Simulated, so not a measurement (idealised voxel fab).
Process module under the name voxel released beams
Shown is cross-section cut, with a width of 205 nm and square cells of size 5 nm.
The cross-sections in this document take the form of a grid made of square cells. They are written out as bands, in order from top to bottom. Each band consists of one or more rows of cells.
Band: top height; bottom height; in nm. Then, left to right: material with width in nm, for each material. "throughout": a single material spanning edge to edge. "blank": empty space.
Height is counted from the level 0, under which the received wafer is composed throughout of one material. The lowest of the bands is not closed at the bottom but continues downward, in the notation "0 down".
The notation "30 to 40" denotes a width that varies across the rows of cells in the band, beginning at the first number in the top row, finishing at the second number in the bottom row, and changing by an identical amount from each row to the next.
Take "no modifications" at face value: in the step it is given for, the cross-section changed in none of its cells.
Empty spaces counting at least 8 cells and having no open way to the top are listed in "Closed empty spaces". The notation width x height at distance is used for each, the distance being from the left edge and all three values in nm.
The remark found on a step's line after its settings is issued by the simulator itself and pertains to that step.
overlay nm: how far to the right of its planned place the mask lay on this masked step (negative: to the left).
SO HERE'S THE LINEUP OF PROCESS STEPS WE PLANNED
| 1 | RECEIVE (material Si) |
| 2 | CONFORMAL_DEP (material Al2O3; thk nm 10) |
| 3 | DIRECTIONAL_DEP (material SiO2; thk nm 15) |
| 4 | DIRECTIONAL_DEP (material aC; thk nm 10) |
| 5 | PATTERN (tone open; mask id ANCHOR; material resist; width nm 30; thk nm 30; overlay nm 0) |
| 6 | DIRECTIONAL_ETCH (etch materials aC; depth nm 10) |
| 7 | STRIP (etch materials resist) |
| 8 | DIRECTIONAL_ETCH (etch materials SiO2; depth nm 15) |
| 9 | STRIP (etch materials aC) |
| 10 | CONFORMAL_DEP (material SiN; thk nm 10) |
| 11 | PATTERN (tone cover; mask id BEAM; material resist; width nm 100; thk nm 20; overlay nm 0) |
| 12 | DIRECTIONAL_ETCH (etch materials SiN; depth nm 10) |
| 13 | STRIP (etch materials resist) |
| 14 | STRIP (etch materials SiO2) |
ACCOUNT OF THE FIRST OF TWO WAFERS, WHICH WAS PROCESSED AS INTENDED
CROSS-SECTIONAL VIEW OF THE WAFER IN ITS AS-RECEIVED CONDITION, CORRESPONDING TO THE STATE AFTER STEP 1
0 down  Si throughout
Closed empty spaces: none
WAFER SECTION VIEW AFTER PROCESSING STEP 2
10 to 0  Al2O3 throughout
At heights below 0, the structure remains unaltered.
WAFER SECTION VIEW AFTER PROCESSING STEP 3
25 to 10  SiO2 throughout
At heights below 10, the structure remains unaltered.
WAFER SECTION VIEW AFTER PROCESSING STEP 4
35 to 25  aC throughout
At heights below 25, the structure remains unaltered.
WAFER SECTION VIEW AFTER PROCESSING STEP 5
65 to 35  resist 55 nm, blank 30 nm, resist 120 nm
At heights below 35, the structure remains unaltered.
WAFER SECTION VIEW AFTER PROCESSING STEP 6
55 to 35  resist 55 nm, blank 30 nm, resist 120 nm
35 to 25  aC 55 nm, blank 30 nm, aC 120 nm
At heights below 25, the structure remains unaltered.
WAFER SECTION VIEW AFTER PROCESSING STEP 7
35 to 25  aC 55 nm, blank 30 nm, aC 120 nm
At heights below 25, the structure remains unaltered.
WAFER SECTION VIEW AFTER PROCESSING STEP 8
35 to 25  aC 55 nm, blank 30 nm, aC 120 nm
25 to 10  SiO2 55 nm, blank 30 nm, SiO2 120 nm
At heights below 10, the structure remains unaltered.
WAFER SECTION VIEW AFTER PROCESSING STEP 9
25 to 10  SiO2 55 nm, blank 30 nm, SiO2 120 nm
At heights below 10, the structure remains unaltered.
WAFER SECTION VIEW AFTER PROCESSING STEP 10
35 to 25  SiN 65 nm, blank 10 nm, SiN 130 nm
25 to 20  SiO2 55 nm, SiN 10 nm, blank 10 nm, SiN 10 nm, SiO2 120 nm
20 to 10  SiO2 55 nm, SiN 30 nm, SiO2 120 nm
At heights below 10, the structure remains unaltered.
WAFER SECTION VIEW AFTER PROCESSING STEP 11
55 to 35  blank 50 nm, resist 100 nm, blank 55 nm
35 to 25  SiN 65 nm, resist 10 nm, SiN 130 nm
25 to 20  SiO2 55 nm, SiN 10 nm, resist 10 nm, SiN 10 nm, SiO2 120 nm
At heights below 20, the structure remains unaltered.
WAFER SECTION VIEW AFTER PROCESSING STEP 12
55 to 35  blank 50 nm, resist 100 nm, blank 55 nm
35 to 25  blank 50 nm, SiN 15 nm, resist 10 nm, SiN 75 nm, blank 55 nm
At heights below 25, the structure remains unaltered.
WAFER SECTION VIEW AFTER PROCESSING STEP 13
35 to 25  blank 50 nm, SiN 15 nm, blank 10 nm, SiN 75 nm, blank 55 nm
25 to 20  SiO2 55 nm, SiN 10 nm, blank 10 nm, SiN 10 nm, SiO2 120 nm
At heights below 20, the structure remains unaltered.
WAFER SECTION VIEW AFTER PROCESSING STEP 14
35 to 25  blank 50 nm, SiN 15 nm, blank 10 nm, SiN 75 nm, blank 55 nm
25 to 20  blank 55 nm, SiN 10 nm, blank 10 nm, SiN 10 nm, blank 120 nm
20 to 10  blank 55 nm, SiN 30 nm, blank 120 nm
At heights below 10, the structure remains unaltered.
SECOND WAFER: LIKE START, LIKE PLAN, ONE MISTAKE. THROUGH STEP 4 IT MATCHES THE FIRST WAFER
CROSS-SECTION OF THE SECOND WAFER AT THE TIME BY WHICH STEP 5 SHOULD HAVE BEEN COMPLETED ACCORDING TO THE PLAN
65 to 35  resist 50 nm, blank 30 nm, resist 125 nm
At heights below 35, the structure remains unaltered.
CROSS-SECTION OF THE SECOND WAFER AT THE TIME BY WHICH STEP 6 SHOULD HAVE BEEN COMPLETED ACCORDING TO THE PLAN
55 to 35  resist 50 nm, blank 30 nm, resist 125 nm
35 to 25  aC 50 nm, blank 30 nm, aC 125 nm
At heights below 25, the structure remains unaltered.
CROSS-SECTION OF THE SECOND WAFER AT THE TIME BY WHICH STEP 7 SHOULD HAVE BEEN COMPLETED ACCORDING TO THE PLAN
35 to 25  aC 50 nm, blank 30 nm, aC 125 nm
At heights below 25, the structure remains unaltered.
CROSS-SECTION OF THE SECOND WAFER AT THE TIME BY WHICH STEP 8 SHOULD HAVE BEEN COMPLETED ACCORDING TO THE PLAN
35 to 25  aC 50 nm, blank 30 nm, aC 125 nm
25 to 10  SiO2 50 nm, blank 30 nm, SiO2 125 nm
At heights below 10, the structure remains unaltered.
CROSS-SECTION OF THE SECOND WAFER AT THE TIME BY WHICH STEP 9 SHOULD HAVE BEEN COMPLETED ACCORDING TO THE PLAN
25 to 10  SiO2 50 nm, blank 30 nm, SiO2 125 nm
At heights below 10, the structure remains unaltered.
CROSS-SECTION OF THE SECOND WAFER AT THE TIME BY WHICH STEP 10 SHOULD HAVE BEEN COMPLETED ACCORDING TO THE PLAN
35 to 25  SiN 60 nm, blank 10 nm, SiN 135 nm
25 to 20  SiO2 50 nm, SiN 10 nm, blank 10 nm, SiN 10 nm, SiO2 125 nm
20 to 10  SiO2 50 nm, SiN 30 nm, SiO2 125 nm
At heights below 10, the structure remains unaltered.
CROSS-SECTION OF THE SECOND WAFER AT THE TIME BY WHICH STEP 11 SHOULD HAVE BEEN COMPLETED ACCORDING TO THE PLAN
55 to 35  blank 50 nm, resist 100 nm, blank 55 nm
35 to 25  SiN 60 nm, resist 10 nm, SiN 135 nm
25 to 20  SiO2 50 nm, SiN 10 nm, resist 10 nm, SiN 10 nm, SiO2 125 nm
At heights below 20, the structure remains unaltered.
CROSS-SECTION OF THE SECOND WAFER AT THE TIME BY WHICH STEP 12 SHOULD HAVE BEEN COMPLETED ACCORDING TO THE PLAN
55 to 35  blank 50 nm, resist 100 nm, blank 55 nm
35 to 25  blank 50 nm, SiN 10 nm, resist 10 nm, SiN 80 nm, blank 55 nm
At heights below 25, the structure remains unaltered.
CROSS-SECTION OF THE SECOND WAFER AT THE TIME BY WHICH STEP 13 SHOULD HAVE BEEN COMPLETED ACCORDING TO THE PLAN
35 to 25  blank 50 nm, SiN 10 nm, blank 10 nm, SiN 80 nm, blank 55 nm
25 to 20  SiO2 50 nm, SiN 10 nm, blank 10 nm, SiN 10 nm, SiO2 125 nm
At heights below 20, the structure remains unaltered.
CROSS-SECTION OF THE SECOND WAFER AT THE TIME BY WHICH STEP 14 SHOULD HAVE BEEN COMPLETED ACCORDING TO THE PLAN
35 to 25  blank 50 nm, SiN 10 nm, blank 10 nm, SiN 80 nm, blank 55 nm
25 to 20  blank 50 nm, SiN 10 nm, blank 10 nm, SiN 10 nm, blank 125 nm
20 to 10  blank 50 nm, SiN 30 nm, blank 125 nm
At heights below 10, the structure remains unaltered.
Deviation from plan: step 5 was not run as planned; what actually ran was PATTERN (tone open; mask id ANCHOR; material resist; width nm 30; thk nm 30; overlay nm -5)
Heads up: at the end the two wafers have identical cell counts per material, they're just laid out differently.
